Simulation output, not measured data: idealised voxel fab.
Name of the process module below: voxel gate over fins
Cross-section cut spans 265 nm and uses square cells 5 nm in size.
In what follows, cross-sections appear as grids of square cells, described through bands that run from the top down, where every band is one or more rows of cells. A band entry consists of two parts. The first gives the height of the band's top and the height of its bottom, in nm. The rest lists the band's materials from left to right, each with its width in nm. A single material labelled with the word "everywhere" fills the band from edge to edge, and the word "empty" marks empty space. The level at which height equals 0 is the one under which the wafer, as it arrives, is entirely one material. No lower edge exists for the bottom band, which continues downward and is notated as in "0..down". Quick explanation for "30->40": the width changes in equal steps down the rows of cells, from the first number in the band's top row to the second number in its bottom row. Reading "remained the same" for a step: not a cell of the cross-section changed in it. Voids not open to the top, 8 cells minimum: see "Sealed internal cavities". Written width x height at distance; distance is from the left edge; nm. On a step's line, text after the settings is the simulator commenting on that step. "overlay nm", when on a step's line for a step with a mask, measures how far to the right of its planned place the mask lay; a negative measure means to the left.

# The process steps that were planned are listed below
| 1 | RECEIVE, material Si |
| 2 | CONFORMAL_DEP, material SiN, thk nm 5 |
| 3 | MASKED_ETCH, tone cover, mask id FINS, width nm 15, pitch nm 60, etch materials SiN, depth nm 5, overlay nm 0 |
| 4 | MASKED_ETCH, tone cover, mask id FINS, width nm 15, pitch nm 60, etch materials Si, depth nm 30, overlay nm 0 |
| 5 | OXIDIZE, depth nm 5 |
| 6 | FILL_DEP, material SiO2, thk nm 5 |
| 7 | CMP, height nm 5 |
| 8 | PATTERN, tone open, mask id RAIL, material resist, width nm 15, thk nm 15, overlay nm 0 |
| 9 | DIRECTIONAL_ETCH, etch materials SiO2, depth nm 30 |
| 10 | STRIP, etch materials resist |
| 11 | CONFORMAL_DEP, material TiN, thk nm 5 |
| 12 | FILL_DEP, material W, thk nm 5 |
| 13 | CMP, height nm 5 |
| 14 | SELECTIVE_ETCH, etch materials W Ru TiN, depth nm 25 |
| 15 | FILL_DEP, material SiO2, thk nm 5 |
| 16 | CMP, height nm 5 |
| 17 | SELECTIVE_ETCH, etch materials SiO2, depth nm 15 |
| 18 | STRIP, etch materials SiN |
| 19 | CONFORMAL_DEP, material HfO2, thk nm 5 |
| 20 | CONFORMAL_DEP, material TiN, thk nm 5 |
| 21 | CONFORMAL_DEP, material TiAl, thk nm 5 |
| 22 | CONFORMAL_DEP, material TiN, thk nm 5 |
| 23 | FILL_DEP, material W, thk nm 10 |
| 24 | CMP, height nm 25 |
| 25 | CONFORMAL_DEP, material SiN, thk nm 5 |

# First out of two wafers; run went to plan

# As-received state of the wafer in cross-section, equivalent to post-step 1
> 0..down | Si everywhere
> Sealed internal cavities: none

# Once step 2 is through, the wafer looks like this in cross-section
> 5..0 | SiN everywhere
> Note: structure below 0 unchanged.

# Once step 3 is through, the wafer looks like this in cross-section
> 5..0 | empty=95 / SiN=15 / empty=45 / SiN=15 / empty=95
> Note: structure below 0 unchanged.

# Once step 4 is through, the wafer looks like this in cross-section
> 5..0 | empty=95 / SiN=15 / empty=45 / SiN=15 / empty=95
> 0..-30 | empty=95 / Si=15 / empty=45 / Si=15 / empty=95
> Note: structure below -30 unchanged.

# Once step 5 is through, the wafer looks like this in cross-section
> 5..0 | empty=95 / SiN=15 / empty=45 / SiN=15 / empty=95
> 0..-30 | empty=95 / SiO2=5 / Si=5 / SiO2=5 / empty=45 / SiO2=5 / Si=5 / SiO2=5 / empty=95
> -30..-35 | SiO2=100 / Si=5 / SiO2=55 / Si=5 / SiO2=100
> Note: structure below -35 unchanged.

# Once step 6 is through, the wafer looks like this in cross-section
> 10..5 | SiO2 everywhere
> 5..0 | SiO2=95 / SiN=15 / SiO2=45 / SiN=15 / SiO2=95
> 0..-35 | SiO2=100 / Si=5 / SiO2=55 / Si=5 / SiO2=100
> Note: structure below -35 unchanged.

# Once step 7 is through, the wafer looks like this in cross-section
> 5..0 | SiO2=95 / SiN=15 / SiO2=45 / SiN=15 / SiO2=95
> Note: structure below 0 unchanged.

# Once step 8 is through, the wafer looks like this in cross-section
> 20..5 | resist=125 / empty=15 / resist=125
> Note: structure below 5 unchanged.

# Once step 9 is through, the wafer looks like this in cross-section
> 20..5 | resist=125 / empty=15 / resist=125
> 5..0 | SiO2=95 / SiN=15 / SiO2=15 / empty=15 / SiO2=15 / SiN=15 / SiO2=95
> 0..-25 | SiO2=100 / Si=5 / SiO2=20 / empty=15 / SiO2=20 / Si=5 / SiO2=100
> Note: structure below -25 unchanged.

# Once step 10 is through, the wafer looks like this in cross-section
> 5..0 | SiO2=95 / SiN=15 / SiO2=15 / empty=15 / SiO2=15 / SiN=15 / SiO2=95
> Note: structure below 0 unchanged.

# Once step 11 is through, the wafer looks like this in cross-section
> 10..5 | TiN=130 / empty=5 / TiN=130
> 5..0 | SiO2=95 / SiN=15 / SiO2=15 / TiN=5 / empty=5 / TiN=5 / SiO2=15 / SiN=15 / SiO2=95
> 0..-20 | SiO2=100 / Si=5 / SiO2=20 / TiN=5 / empty=5 / TiN=5 / SiO2=20 / Si=5 / SiO2=100
> -20..-25 | SiO2=100 / Si=5 / SiO2=20 / TiN=15 / SiO2=20 / Si=5 / SiO2=100
> Note: structure below -25 unchanged.

# Once step 12 is through, the wafer looks like this in cross-section
> 15..10 | W everywhere
> 10..5 | TiN=130 / W=5 / TiN=130
> 5..0 | SiO2=95 / SiN=15 / SiO2=15 / TiN=5 / W=5 / TiN=5 / SiO2=15 / SiN=15 / SiO2=95
> 0..-20 | SiO2=100 / Si=5 / SiO2=20 / TiN=5 / W=5 / TiN=5 / SiO2=20 / Si=5 / SiO2=100
> Note: structure below -20 unchanged.

# Once step 13 is through, the wafer looks like this in cross-section
> 5..0 | SiO2=95 / SiN=15 / SiO2=15 / TiN=5 / W=5 / TiN=5 / SiO2=15 / SiN=15 / SiO2=95
> Note: structure below 0 unchanged.

# Once step 14 is through, the wafer looks like this in cross-section
> 5..0 | SiO2=95 / SiN=15 / SiO2=15 / empty=15 / SiO2=15 / SiN=15 / SiO2=95
> 0..-20 | SiO2=100 / Si=5 / SiO2=20 / empty=15 / SiO2=20 / Si=5 / SiO2=100
> Note: structure below -20 unchanged.

# Once step 15 is through, the wafer looks like this in cross-section
> 10..5 | SiO2 everywhere
> 5..0 | SiO2=95 / SiN=15 / SiO2=45 / SiN=15 / SiO2=95
> 0..-20 | SiO2=100 / Si=5 / SiO2=55 / Si=5 / SiO2=100
> Note: structure below -20 unchanged.

# Once step 16 is through, the wafer looks like this in cross-section
> 5..0 | SiO2=95 / SiN=15 / SiO2=45 / SiN=15 / SiO2=95
> Note: structure below 0 unchanged.

# Once step 17 is through, the wafer looks like this in cross-section
> 5..0 | empty=95 / SiN=15 / empty=45 / SiN=15 / empty=95
> 0..-10 | empty=100 / Si=5 / empty=55 / Si=5 / empty=100
> Note: structure below -10 unchanged.

# Once step 18 is through, the wafer looks like this in cross-section
> 0..-10 | empty=100 / Si=5 / empty=55 / Si=5 / empty=100
> Note: structure below -10 unchanged.

# Once step 19 is through, the wafer looks like this in cross-section
> 5..0 | empty=95 / HfO2=15 / empty=45 / HfO2=15 / empty=95
> 0..-5 | empty=95 / HfO2=5 / Si=5 / HfO2=5 / empty=45 / HfO2=5 / Si=5 / HfO2=5 / empty=95
> -5..-10 | HfO2=100 / Si=5 / HfO2=55 / Si=5 / HfO2=100
> Note: structure below -10 unchanged.

# Once step 20 is through, the wafer looks like this in cross-section
> 10..5 | empty=90 / TiN=25 / empty=35 / TiN=25 / empty=90
> 5..0 | empty=90 / TiN=5 / HfO2=15 / TiN=5 / empty=35 / TiN=5 / HfO2=15 / TiN=5 / empty=90
> 0..-5 | TiN=95 / HfO2=5 / Si=5 / HfO2=5 / TiN=45 / HfO2=5 / Si=5 / HfO2=5 / TiN=95
> Note: structure below -5 unchanged.

# Once step 21 is through, the wafer looks like this in cross-section
> 15..10 | empty=85 / TiAl=35 / empty=25 / TiAl=35 / empty=85
> 10..5 | empty=85 / TiAl=5 / TiN=25 / TiAl=5 / empty=25 / TiAl=5 / TiN=25 / TiAl=5 / empty=85
> 5..0 | TiAl=90 / TiN=5 / HfO2=15 / TiN=5 / TiAl=35 / TiN=5 / HfO2=15 / TiN=5 / TiAl=90
> Note: structure below 0 unchanged.

# Once step 22 is through, the wafer looks like this in cross-section
> 20..15 | empty=80 / TiN=45 / empty=15 / TiN=45 / empty=80
> 15..10 | empty=80 / TiN=5 / TiAl=35 / TiN=5 / empty=15 / TiN=5 / TiAl=35 / TiN=5 / empty=80
> 10..5 | TiN=85 / TiAl=5 / TiN=25 / TiAl=5 / TiN=25 / TiAl=5 / TiN=25 / TiAl=5 / TiN=85
> Note: structure below 5 unchanged.

# Once step 23 is through, the wafer looks like this in cross-section
> 30..20 | W everywhere
> 20..15 | W=80 / TiN=45 / W=15 / TiN=45 / W=80
> 15..10 | W=80 / TiN=5 / TiAl=35 / TiN=5 / W=15 / TiN=5 / TiAl=35 / TiN=5 / W=80
> Note: structure below 10 unchanged.

# Once step 24 is through, the wafer looks like this in cross-section
> 25..20 | W everywhere
> Note: structure below 20 unchanged.

# Once step 25 is through, the wafer looks like this in cross-section
> 30..25 | SiN everywhere
> Note: structure below 25 unchanged.

# The second wafer was prepared from the same starting point and under the same plan as the first; its processing contained one mistake, and it remains indistinguishable from the first wafer up to and including step 18

Cross-section: second wafer, time at which step 19 was scheduled to end: remained the same

# Cross-section: second wafer, time at which step 20 was scheduled to end
> 5..0 | empty=95 / TiN=15 / empty=45 / TiN=15 / empty=95
> 0..-5 | empty=95 / TiN=5 / Si=5 / TiN=5 / empty=45 / TiN=5 / Si=5 / TiN=5 / empty=95
> -5..-10 | TiN=100 / Si=5 / TiN=55 / Si=5 / TiN=100
> Note: structure below -10 unchanged.

# Cross-section: second wafer, time at which step 21 was scheduled to end
> 10..5 | empty=90 / TiAl=25 / empty=35 / TiAl=25 / empty=90
> 5..0 | empty=90 / TiAl=5 / TiN=15 / TiAl=5 / empty=35 / TiAl=5 / TiN=15 / TiAl=5 / empty=90
> 0..-5 | TiAl=95 / TiN=5 / Si=5 / TiN=5 / TiAl=45 / TiN=5 / Si=5 / TiN=5 / TiAl=95
> Note: structure below -5 unchanged.

# Cross-section: second wafer, time at which step 22 was scheduled to end
> 15..10 | empty=85 / TiN=35 / empty=25 / TiN=35 / empty=85
> 10..5 | empty=85 / TiN=5 / TiAl=25 / TiN=5 / empty=25 / TiN=5 / TiAl=25 / TiN=5 / empty=85
> 5..0 | TiN=90 / TiAl=5 / TiN=15 / TiAl=5 / TiN=35 / TiAl=5 / TiN=15 / TiAl=5 / TiN=90
> Note: structure below 0 unchanged.

# Cross-section: second wafer, time at which step 23 was scheduled to end
> 25..15 | W everywhere
> 15..10 | W=85 / TiN=35 / W=25 / TiN=35 / W=85
> 10..5 | W=85 / TiN=5 / TiAl=25 / TiN=5 / W=25 / TiN=5 / TiAl=25 / TiN=5 / W=85
> Note: structure below 5 unchanged.

Cross-section: second wafer, time at which step 24 was scheduled to end: remained the same

# Cross-section: second wafer, time at which step 25 was scheduled to end
> 30..25 | SiN everywhere
> Note: structure below 25 unchanged.
Short version of what went wrong: step 19 of the plan was excluded from execution and never run
The closing comparison, in cells, has the second wafer with more or fewer of some materials than the first: HfO2 -61; W +61
